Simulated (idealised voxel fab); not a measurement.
process module | voxel spacer lines
cross-section cut | 175 nm wide | cells 5 nm
A cross-section is a grid of square cells, given in bands from the top down. A band is one or more rows of cells.
Each band's line starts with the height of the band's top and of its bottom, in nm. Then come its materials from left to right, each with its width in nm. One material with "throughout" fills the band from edge to edge. "air" is empty space.
Height 0 is the level under which the wafer as received is all one material. The lowest band goes on downwards, as in "0 down".
A width such as "30 to 40" changes by the same amount from each row of cells to the next, from the band's top row to its bottom row.
"no change" after a step means that no cell of the cross-section changed.
closed voids: empty space of 8 cells or more with no open way to the top, each as width x height at its distance from the left edge, in nm
after a step's settings: what the simulator itself notes on the step
overlay nm, on a step with a mask: how far to the right of its planned place the mask lay; to the left if negative
Each pair below shows a cross-section before one step and the cross-section after it, down to the lowest band that changed. The line under each pair gives the step between them, with its settings. The pairs can come from different runs of this module on the same starting wafer, so a pair continues from the pair above only where its "before" says so.
before
  0 down: Si throughout
  closed voids: none
after
  5 to 0: Al2O3 throughout
  below 0: unchanged
  closed voids: none
the step between: op CONFORMAL_DEP | material Al2O3 | thk nm 5
before: the cross-section after the pair above
after
  25 to 5: TiN throughout
  below 5: unchanged
  closed voids: none
the step between: op DIRECTIONAL_DEP | material TiN | thk nm 20
before: the cross-section after the pair above
after
  55 to 25: aC throughout
  below 25: unchanged
  closed voids: none
the step between: op DIRECTIONAL_DEP | material aC | thk nm 30
before: the cross-section after the pair above
after
  95 to 55: air 15 | resist 20 | air 40 | resist 20 | air 40 | resist 20 | air 20
  below 55: unchanged
  closed voids: none
the step between: op PATTERN | tone cover | mask id MANDREL | material resist | width nm 20 | pitch nm 60 | thk nm 40 | overlay nm 0
before: the cross-section after the pair above
after
  65 to 55: air 15 | resist 20 | air 40 | resist 20 | air 40 | resist 20 | air 20
  55 to 25: air 15 | aC 20 | air 40 | aC 20 | air 40 | aC 20 | air 20
  below 25: unchanged
  closed voids: none
the step between: op DIRECTIONAL_ETCH | etch materials aC | depth nm 30
before: the cross-section after the pair above
after
  55 to 25: air 15 | aC 20 | air 40 | aC 20 | air 40 | aC 20 | air 20
  below 25: unchanged
  closed voids: none
the step between: op STRIP | etch materials resist
before: the cross-section after the pair above
after
  65 to 55: air 5 | SiO2 40 | air 20 | SiO2 40 | air 20 | SiO2 40 | air 10
  55 to 35: air 5 | SiO2 10 | aC 20 | SiO2 10 | air 20 | SiO2 10 | aC 20 | SiO2 10 | air 20 | SiO2 10 | aC 20 | SiO2 10 | air 10
  35 to 25: SiO2 15 | aC 20 | SiO2 40 | aC 20 | SiO2 40 | aC 20 | SiO2 20
  below 25: unchanged
  closed voids: none
the step between: op CONFORMAL_DEP | material SiO2 | thk nm 10
before: the cross-section after the pair above
after
  55 to 25: air 5 | SiO2 10 | aC 20 | SiO2 10 | air 20 | SiO2 10 | aC 20 | SiO2 10 | air 20 | SiO2 10 | aC 20 | SiO2 10 | air 10
  below 25: unchanged
  closed voids: none
the step between: op DIRECTIONAL_ETCH | etch materials SiO2 | depth nm 10
before: the cross-section after the pair above
after
  55 to 25: air 5 | SiO2 10 | air 20 | SiO2 10 | air 20 | SiO2 10 | air 20 | SiO2 10 | air 20 | SiO2 10 | air 20 | SiO2 10 | air 10
  below 25: unchanged
  closed voids: none
the step between: op STRIP | etch materials aC
before: the cross-section after the pair above
after
  55 to 25: air 5 | SiO2 10 | air 20 | SiO2 10 | air 20 | SiO2 10 | air 20 | SiO2 10 | air 20 | SiO2 10 | air 20 | SiO2 10 | air 10
  25 to 5: air 5 | TiN 10 | air 20 | TiN 10 | air 20 | TiN 10 | air 20 | TiN 10 | air 20 | TiN 10 | air 20 | TiN 10 | air 10
  below 5: unchanged
  closed voids: none
the step between: op DIRECTIONAL_ETCH | etch materials TiN | depth nm 20
before: the cross-section after the pair above
after
  25 to 5: air 5 | TiN 10 | air 20 | TiN 10 | air 20 | TiN 10 | air 20 | TiN 10 | air 20 | TiN 10 | air 20 | TiN 10 | air 10
  below 5: unchanged
  closed voids: none
the step between: op STRIP | etch materials SiO2
before
  0 down: Si throughout
  closed voids: none
after
  20 to 0: TiN throughout
  below 0: unchanged
  closed voids: none
the step between: op DIRECTIONAL_DEP | material TiN | thk nm 20
before: the cross-section after the pair above
after
  50 to 20: aC throughout
  below 20: unchanged
  closed voids: none
the step between: op DIRECTIONAL_DEP | material aC | thk nm 30
before: the cross-section after the pair above
after
  90 to 50: air 15 | resist 20 | air 40 | resist 20 | air 40 | resist 20 | air 20
  below 50: unchanged
  closed voids: none
the step between: op PATTERN | tone cover | mask id MANDREL | material resist | width nm 20 | pitch nm 60 | thk nm 40 | overlay nm 0
before: the cross-section after the pair above
after
  60 to 50: air 15 | resist 20 | air 40 | resist 20 | air 40 | resist 20 | air 20
  50 to 20: air 15 | aC 20 | air 40 | aC 20 | air 40 | aC 20 | air 20
  below 20: unchanged
  closed voids: none
the step between: op DIRECTIONAL_ETCH | etch materials aC | depth nm 30
before: the cross-section after the pair above
after
  50 to 20: air 15 | aC 20 | air 40 | aC 20 | air 40 | aC 20 | air 20
  below 20: unchanged
  closed voids: none
the step between: op STRIP | etch materials resist
before: the cross-section after the pair above
after
  60 to 50: air 5 | SiO2 40 | air 20 | SiO2 40 | air 20 | SiO2 40 | air 10
  50 to 30: air 5 | SiO2 10 | aC 20 | SiO2 10 | air 20 | SiO2 10 | aC 20 | SiO2 10 | air 20 | SiO2 10 | aC 20 | SiO2 10 | air 10
  30 to 20: SiO2 15 | aC 20 | SiO2 40 | aC 20 | SiO2 40 | aC 20 | SiO2 20
  below 20: unchanged
  closed voids: none
the step between: op CONFORMAL_DEP | material SiO2 | thk nm 10
before: the cross-section after the pair above
after
  50 to 20: air 5 | SiO2 10 | aC 20 | SiO2 10 | air 20 | SiO2 10 | aC 20 | SiO2 10 | air 20 | SiO2 10 | aC 20 | SiO2 10 | air 10
  below 20: unchanged
  closed voids: none
the step between: op DIRECTIONAL_ETCH | etch materials SiO2 | depth nm 10
before: the cross-section after the pair above
after
  50 to 20: air 5 | SiO2 10 | air 20 | SiO2 10 | air 20 | SiO2 10 | air 20 | SiO2 10 | air 20 | SiO2 10 | air 20 | SiO2 10 | air 10
  below 20: unchanged
  closed voids: none
the step between: op STRIP | etch materials aC
before: the cross-section after the pair above
after
  50 to 20: air 5 | SiO2 10 | air 20 | SiO2 10 | air 20 | SiO2 10 | air 20 | SiO2 10 | air 20 | SiO2 10 | air 20 | SiO2 10 | air 10
  20 to 0: air 5 | TiN 10 | air 20 | TiN 10 | air 20 | TiN 10 | air 20 | TiN 10 | air 20 | TiN 10 | air 20 | TiN 10 | air 10
  below 0: unchanged
  closed voids: none
the step between: op DIRECTIONAL_ETCH | etch materials TiN | depth nm 20
before: the cross-section after the pair above
after
  20 to 0: air 5 | TiN 10 | air 20 | TiN 10 | air 20 | TiN 10 | air 20 | TiN 10 | air 20 | TiN 10 | air 20 | TiN 10 | air 10
  below 0: unchanged
  closed voids: none
the step between: op STRIP | etch materials SiO2
before
  25 to 5: TiN throughout
  5 to 0: Al2O3 throughout
  0 down: Si throughout
  closed voids: none
after
  45 to 5: TiN throughout
  below 5: unchanged
  closed voids: none
the step between: op DIRECTIONAL_DEP | material TiN | thk nm 20
before: the cross-section after the pair above
after
  75 to 45: aC throughout
  below 45: unchanged
  closed voids: none
the step between: op DIRECTIONAL_DEP | material aC | thk nm 30
before: the cross-section after the pair above
after
  115 to 75: air 15 | resist 20 | air 40 | resist 20 | air 40 | resist 20 | air 20
  below 75: unchanged
  closed voids: none
the step between: op PATTERN | tone cover | mask id MANDREL | material resist | width nm 20 | pitch nm 60 | thk nm 40 | overlay nm 0
before: the cross-section after the pair above
after
  85 to 75: air 15 | resist 20 | air 40 | resist 20 | air 40 | resist 20 | air 20
  75 to 45: air 15 | aC 20 | air 40 | aC 20 | air 40 | aC 20 | air 20
  below 45: unchanged
  closed voids: none
the step between: op DIRECTIONAL_ETCH | etch materials aC | depth nm 30
before: the cross-section after the pair above
after
  75 to 45: air 15 | aC 20 | air 40 | aC 20 | air 40 | aC 20 | air 20
  below 45: unchanged
  closed voids: none
the step between: op STRIP | etch materials resist
before: the cross-section after the pair above
after
  85 to 75: air 5 | SiO2 40 | air 20 | SiO2 40 | air 20 | SiO2 40 | air 10
  75 to 55: air 5 | SiO2 10 | aC 20 | SiO2 10 | air 20 | SiO2 10 | aC 20 | SiO2 10 | air 20 | SiO2 10 | aC 20 | SiO2 10 | air 10
  55 to 45: SiO2 15 | aC 20 | SiO2 40 | aC 20 | SiO2 40 | aC 20 | SiO2 20
  below 45: unchanged
  closed voids: none
the step between: op CONFORMAL_DEP | material SiO2 | thk nm 10
before: the cross-section after the pair above
after
  75 to 45: air 5 | SiO2 10 | aC 20 | SiO2 10 | air 20 | SiO2 10 | aC 20 | SiO2 10 | air 20 | SiO2 10 | aC 20 | SiO2 10 | air 10
  below 45: unchanged
  closed voids: none
the step between: op DIRECTIONAL_ETCH | etch materials SiO2 | depth nm 10
before: the cross-section after the pair above
after
  75 to 45: air 5 | SiO2 10 | air 20 | SiO2 10 | air 20 | SiO2 10 | air 20 | SiO2 10 | air 20 | SiO2 10 | air 20 | SiO2 10 | air 10
  below 45: unchanged
  closed voids: none
the step between: op STRIP | etch materials aC
before: the cross-section after the pair above
after
  75 to 45: air 5 | SiO2 10 | air 20 | SiO2 10 | air 20 | SiO2 10 | air 20 | SiO2 10 | air 20 | SiO2 10 | air 20 | SiO2 10 | air 10
  45 to 25: air 5 | TiN 10 | air 20 | TiN 10 | air 20 | TiN 10 | air 20 | TiN 10 | air 20 | TiN 10 | air 20 | TiN 10 | air 10
  below 25: unchanged
  closed voids: none
the step between: op DIRECTIONAL_ETCH | etch materials TiN | depth nm 20
before: the cross-section after the pair above
after
  45 to 25: air 5 | TiN 10 | air 20 | TiN 10 | air 20 | TiN 10 | air 20 | TiN 10 | air 20 | TiN 10 | air 20 | TiN 10 | air 10
  below 25: unchanged
  closed voids: none
the step between: op STRIP | etch materials SiO2
before
  20 to 0: TiN throughout
  0 down: Si throughout
  closed voids: none
after
  25 to 20: Al2O3 throughout
  below 20: unchanged
  closed voids: none
the step between: op CONFORMAL_DEP | material Al2O3 | thk nm 5
before: the cross-section after the pair above
after
  55 to 25: aC throughout
  below 25: unchanged
  closed voids: none
the step between: op DIRECTIONAL_DEP | material aC | thk nm 30
before: the cross-section after the pair above
after
  95 to 55: air 15 | resist 20 | air 40 | resist 20 | air 40 | resist 20 | air 20
  below 55: unchanged
  closed voids: none
the step between: op PATTERN | tone cover | mask id MANDREL | material resist | width nm 20 | pitch nm 60 | thk nm 40 | overlay nm 0
before: the cross-section after the pair above
after
  65 to 55: air 15 | resist 20 | air 40 | resist 20 | air 40 | resist 20 | air 20
  55 to 25: air 15 | aC 20 | air 40 | aC 20 | air 40 | aC 20 | air 20
  below 25: unchanged
  closed voids: none
the step between: op DIRECTIONAL_ETCH | etch materials aC | depth nm 30
before: the cross-section after the pair above
after
  55 to 25: air 15 | aC 20 | air 40 | aC 20 | air 40 | aC 20 | air 20
  below 25: unchanged
  closed voids: none
the step between: op STRIP | etch materials resist
before: the cross-section after the pair above
after
  65 to 55: air 5 | SiO2 40 | air 20 | SiO2 40 | air 20 | SiO2 40 | air 10
  55 to 35: air 5 | SiO2 10 | aC 20 | SiO2 10 | air 20 | SiO2 10 | aC 20 | SiO2 10 | air 20 | SiO2 10 | aC 20 | SiO2 10 | air 10
  35 to 25: SiO2 15 | aC 20 | SiO2 40 | aC 20 | SiO2 40 | aC 20 | SiO2 20
  below 25: unchanged
  closed voids: none
the step between: op CONFORMAL_DEP | material SiO2 | thk nm 10
before: the cross-section after the pair above
after
  55 to 25: air 5 | SiO2 10 | aC 20 | SiO2 10 | air 20 | SiO2 10 | aC 20 | SiO2 10 | air 20 | SiO2 10 | aC 20 | SiO2 10 | air 10
  below 25: unchanged
  closed voids: none
the step between: op DIRECTIONAL_ETCH | etch materials SiO2 | depth nm 10
before: the cross-section after the pair above
after
  55 to 25: air 5 | SiO2 10 | air 20 | SiO2 10 | air 20 | SiO2 10 | air 20 | SiO2 10 | air 20 | SiO2 10 | air 20 | SiO2 10 | air 10
  below 25: unchanged
  closed voids: none
the step between: op STRIP | etch materials aC
before: the cross-section after the pair above
after
  25 to 20: Al2O3 throughout
  below 20: unchanged
  closed voids: none
the step between: op STRIP | etch materials SiO2
before
  5 to 0: Al2O3 throughout
  0 down: Si throughout
  closed voids: none
after
  30 to 5: TiN throughout
  below 5: unchanged
  closed voids: none
the step between: op DIRECTIONAL_DEP | material TiN | thk nm 25
before: the cross-section after the pair above
after
  60 to 30: aC throughout
  below 30: unchanged
  closed voids: none
the step between: op DIRECTIONAL_DEP | material aC | thk nm 30
before: the cross-section after the pair above
after
  100 to 60: air 15 | resist 20 | air 40 | resist 20 | air 40 | resist 20 | air 20
  below 60: unchanged
  closed voids: none
the step between: op PATTERN | tone cover | mask id MANDREL | material resist | width nm 20 | pitch nm 60 | thk nm 40 | overlay nm 0
before: the cross-section after the pair above
after
  70 to 60: air 15 | resist 20 | air 40 | resist 20 | air 40 | resist 20 | air 20
  60 to 30: air 15 | aC 20 | air 40 | aC 20 | air 40 | aC 20 | air 20
  below 30: unchanged
  closed voids: none
the step between: op DIRECTIONAL_ETCH | etch materials aC | depth nm 30
before: the cross-section after the pair above
after
  60 to 30: air 15 | aC 20 | air 40 | aC 20 | air 40 | aC 20 | air 20
  below 30: unchanged
  closed voids: none
the step between: op STRIP | etch materials resist
before: the cross-section after the pair above
after
  70 to 60: air 5 | SiO2 40 | air 20 | SiO2 40 | air 20 | SiO2 40 | air 10
  60 to 40: air 5 | SiO2 10 | aC 20 | SiO2 10 | air 20 | SiO2 10 | aC 20 | SiO2 10 | air 20 | SiO2 10 | aC 20 | SiO2 10 | air 10
  40 to 30: SiO2 15 | aC 20 | SiO2 40 | aC 20 | SiO2 40 | aC 20 | SiO2 20
  below 30: unchanged
  closed voids: none
the step between: op CONFORMAL_DEP | material SiO2 | thk nm 10
before: the cross-section after the pair above
after
  60 to 30: air 5 | SiO2 10 | aC 20 | SiO2 10 | air 20 | SiO2 10 | aC 20 | SiO2 10 | air 20 | SiO2 10 | aC 20 | SiO2 10 | air 10
  below 30: unchanged
  closed voids: none
the step between: op DIRECTIONAL_ETCH | etch materials SiO2 | depth nm 10
before: the cross-section after the pair above
after
  60 to 30: air 5 | SiO2 10 | air 20 | SiO2 10 | air 20 | SiO2 10 | air 20 | SiO2 10 | air 20 | SiO2 10 | air 20 | SiO2 10 | air 10
  below 30: unchanged
  closed voids: none
the step between: op STRIP | etch materials aC
before: the cross-section after the pair above
after
  60 to 30: air 5 | SiO2 10 | air 20 | SiO2 10 | air 20 | SiO2 10 | air 20 | SiO2 10 | air 20 | SiO2 10 | air 20 | SiO2 10 | air 10
  30 to 10: air 5 | TiN 10 | air 20 | TiN 10 | air 20 | TiN 10 | air 20 | TiN 10 | air 20 | TiN 10 | air 20 | TiN 10 | air 10
  below 10: unchanged
  closed voids: none
the step between: op DIRECTIONAL_ETCH | etch materials TiN | depth nm 20
before: the cross-section after the pair above
after
  30 to 10: air 5 | TiN 10 | air 20 | TiN 10 | air 20 | TiN 10 | air 20 | TiN 10 | air 20 | TiN 10 | air 20 | TiN 10 | air 10
  below 10: unchanged
  closed voids: none
the step between: op STRIP | etch materials SiO2
before
  55 to 25: aC throughout
  25 to 5: TiN throughout
  5 to 0: Al2O3 throughout
  0 down: Si throughout
  closed voids: none
after
  95 to 55: air 15 | resist 25 | air 35 | resist 25 | air 35 | resist 25 | air 15
  below 55: unchanged
  closed voids: none
the step between: op PATTERN | tone cover | mask id MANDREL | material resist | width nm 25 | pitch nm 60 | thk nm 40 | overlay nm 0
before: the cross-section after the pair above
after
  65 to 55: air 15 | resist 25 | air 35 | resist 25 | air 35 | resist 25 | air 15
  55 to 25: air 15 | aC 25 | air 35 | aC 25 | air 35 | aC 25 | air 15
  below 25: unchanged
  closed voids: none
the step between: op DIRECTIONAL_ETCH | etch materials aC | depth nm 30
before: the cross-section after the pair above
after
  55 to 25: air 15 | aC 25 | air 35 | aC 25 | air 35 | aC 25 | air 15
  below 25: unchanged
  closed voids: none
the step between: op STRIP | etch materials resist
before: the cross-section after the pair above
after
  65 to 55: air 5 | SiO2 45 | air 15 | SiO2 45 | air 15 | SiO2 45 | air 5
  55 to 35: air 5 | SiO2 10 | aC 25 | SiO2 10 | air 15 | SiO2 10 | aC 25 | SiO2 10 | air 15 | SiO2 10 | aC 25 | SiO2 10 | air 5
  35 to 25: SiO2 15 | aC 25 | SiO2 35 | aC 25 | SiO2 35 | aC 25 | SiO2 15
  below 25: unchanged
  closed voids: none
the step between: op CONFORMAL_DEP | material SiO2 | thk nm 10
before: the cross-section after the pair above
after
  55 to 25: air 5 | SiO2 10 | aC 25 | SiO2 10 | air 15 | SiO2 10 | aC 25 | SiO2 10 | air 15 | SiO2 10 | aC 25 | SiO2 10 | air 5
  below 25: unchanged
  closed voids: none
the step between: op DIRECTIONAL_ETCH | etch materials SiO2 | depth nm 10
before: the cross-section after the pair above
after
  55 to 25: air 5 | SiO2 10 | air 25 | SiO2 10 | air 15 | SiO2 10 | air 25 | SiO2 10 | air 15 | SiO2 10 | air 25 | SiO2 10 | air 5
  below 25: unchanged
  closed voids: none
the step between: op STRIP | etch materials aC
before: the cross-section after the pair above
after
  55 to 25: air 5 | SiO2 10 | air 25 | SiO2 10 | air 15 | SiO2 10 | air 25 | SiO2 10 | air 15 | SiO2 10 | air 25 | SiO2 10 | air 5
  25 to 5: air 5 | TiN 10 | air 25 | TiN 10 | air 15 | TiN 10 | air 25 | TiN 10 | air 15 | TiN 10 | air 25 | TiN 10 | air 5
  below 5: unchanged
  closed voids: none
the step between: op DIRECTIONAL_ETCH | etch materials TiN | depth nm 20
before: the cross-section after the pair above
after
  25 to 5: air 5 | TiN 10 | air 25 | TiN 10 | air 15 | TiN 10 | air 25 | TiN 10 | air 15 | TiN 10 | air 25 | TiN 10 | air 5
  below 5: unchanged
  closed voids: none
the step between: op STRIP | etch materials SiO2
before
  55 to 25: aC throughout
  25 to 5: TiN throughout
  5 to 0: Al2O3 throughout
  0 down: Si throughout
  closed voids: none
after
  95 to 55: air 20 | resist 20 | air 40 | resist 20 | air 40 | resist 20 | air 15
  below 55: unchanged
  closed voids: none
the step between: op PATTERN | tone cover | mask id MANDREL | material resist | width nm 20 | pitch nm 60 | thk nm 40 | overlay nm 5
before: the cross-section after the pair above
after
  65 to 55: air 20 | resist 20 | air 40 | resist 20 | air 40 | resist 20 | air 15
  55 to 25: air 20 | aC 20 | air 40 | aC 20 | air 40 | aC 20 | air 15
  below 25: unchanged
  closed voids: none
the step between: op DIRECTIONAL_ETCH | etch materials aC | depth nm 30
before: the cross-section after the pair above
after
  55 to 25: air 20 | aC 20 | air 40 | aC 20 | air 40 | aC 20 | air 15
  below 25: unchanged
  closed voids: none
the step between: op STRIP | etch materials resist
before: the cross-section after the pair above
after
  65 to 55: air 10 | SiO2 40 | air 20 | SiO2 40 | air 20 | SiO2 40 | air 5
  55 to 35: air 10 | SiO2 10 | aC 20 | SiO2 10 | air 20 | SiO2 10 | aC 20 | SiO2 10 | air 20 | SiO2 10 | aC 20 | SiO2 10 | air 5
  35 to 25: SiO2 20 | aC 20 | SiO2 40 | aC 20 | SiO2 40 | aC 20 | SiO2 15
  below 25: unchanged
  closed voids: none
the step between: op CONFORMAL_DEP | material SiO2 | thk nm 10
before: the cross-section after the pair above
after
  55 to 25: air 10 | SiO2 10 | aC 20 | SiO2 10 | air 20 | SiO2 10 | aC 20 | SiO2 10 | air 20 | SiO2 10 | aC 20 | SiO2 10 | air 5
  below 25: unchanged
  closed voids: none
the step between: op DIRECTIONAL_ETCH | etch materials SiO2 | depth nm 10
before: the cross-section after the pair above
after
  55 to 25: air 10 | SiO2 10 | air 20 | SiO2 10 | air 20 | SiO2 10 | air 20 | SiO2 10 | air 20 | SiO2 10 | air 20 | SiO2 10 | air 5
  below 25: unchanged
  closed voids: none
the step between: op STRIP | etch materials aC
before: the cross-section after the pair above
after
  55 to 25: air 10 | SiO2 10 | air 20 | SiO2 10 | air 20 | SiO2 10 | air 20 | SiO2 10 | air 20 | SiO2 10 | air 20 | SiO2 10 | air 5
  25 to 5: air 10 | TiN 10 | air 20 | TiN 10 | air 20 | TiN 10 | air 20 | TiN 10 | air 20 | TiN 10 | air 20 | TiN 10 | air 5
  below 5: unchanged
  closed voids: none
the step between: op DIRECTIONAL_ETCH | etch materials TiN | depth nm 20
before: the cross-section after the pair above
after
  25 to 5: air 10 | TiN 10 | air 20 | TiN 10 | air 20 | TiN 10 | air 20 | TiN 10 | air 20 | TiN 10 | air 20 | TiN 10 | air 5
  below 5: unchanged
  closed voids: none
the step between: op STRIP | etch materials SiO2
before
  55 to 25: air 15 | aC 20 | air 40 | aC 20 | air 40 | aC 20 | air 20
  25 to 5: TiN throughout
  5 to 0: Al2O3 throughout
  0 down: Si throughout
  closed voids: none
after
  65 to 55: air 5 | Al2O3 40 | air 20 | Al2O3 40 | air 20 | Al2O3 40 | air 10
  55 to 35: air 5 | Al2O3 10 | aC 20 | Al2O3 10 | air 20 | Al2O3 10 | aC 20 | Al2O3 10 | air 20 | Al2O3 10 | aC 20 | Al2O3 10 | air 10
  35 to 25: Al2O3 15 | aC 20 | Al2O3 40 | aC 20 | Al2O3 40 | aC 20 | Al2O3 20
  below 25: unchanged
  closed voids: none
the step between: op CONFORMAL_DEP | material Al2O3 | thk nm 10
before
  55 to 25: aC throughout
  25 to 5: TiN throughout
  5 to 0: Al2O3 throughout
  0 down: Si throughout
  closed voids: none
after
  95 to 55: resist 15 | air 20 | resist 40 | air 20 | resist 40 | air 20 | resist 20
  below 55: unchanged
  closed voids: none
the step between: op PATTERN | tone open | mask id MANDREL | material resist | width nm 20 | pitch nm 60 | thk nm 40 | overlay nm 0
before: the cross-section after the pair above
after
  65 to 55: resist 15 | air 20 | resist 40 | air 20 | resist 40 | air 20 | resist 20
  55 to 25: aC 15 | air 20 | aC 40 | air 20 | aC 40 | air 20 | aC 20
  below 25: unchanged
  closed voids: none
the step between: op DIRECTIONAL_ETCH | etch materials aC | depth nm 30
before: the cross-section after the pair above
after
  55 to 25: aC 15 | air 20 | aC 40 | air 20 | aC 40 | air 20 | aC 20
  below 25: unchanged
  closed voids: none
the step between: op STRIP | etch materials resist
before: the cross-section after the pair above
after
  65 to 55: SiO2 throughout
  55 to 25: aC 15 | SiO2 20 | aC 40 | SiO2 20 | aC 40 | SiO2 20 | aC 20
  below 25: unchanged
  closed voids: none
the step between: op CONFORMAL_DEP | material SiO2 | thk nm 10
before: the cross-section after the pair above
after
  55 to 25: aC 15 | SiO2 20 | aC 40 | SiO2 20 | aC 40 | SiO2 20 | aC 20
  below 25: unchanged
  closed voids: none
the step between: op DIRECTIONAL_ETCH | etch materials SiO2 | depth nm 10
before: the cross-section after the pair above
after
  55 to 25: air 15 | SiO2 20 | air 40 | SiO2 20 | air 40 | SiO2 20 | air 20
  below 25: unchanged
  closed voids: none
the step between: op STRIP | etch materials aC
before: the cross-section after the pair above
after
  55 to 25: air 15 | SiO2 20 | air 40 | SiO2 20 | air 40 | SiO2 20 | air 20
  25 to 5: air 15 | TiN 20 | air 40 | TiN 20 | air 40 | TiN 20 | air 20
  below 5: unchanged
  closed voids: none
the step between: op DIRECTIONAL_ETCH | etch materials TiN | depth nm 20
before: the cross-section after the pair above
after
  25 to 5: air 15 | TiN 20 | air 40 | TiN 20 | air 40 | TiN 20 | air 20
  below 5: unchanged
  closed voids: none
the step between: op STRIP | etch materials SiO2
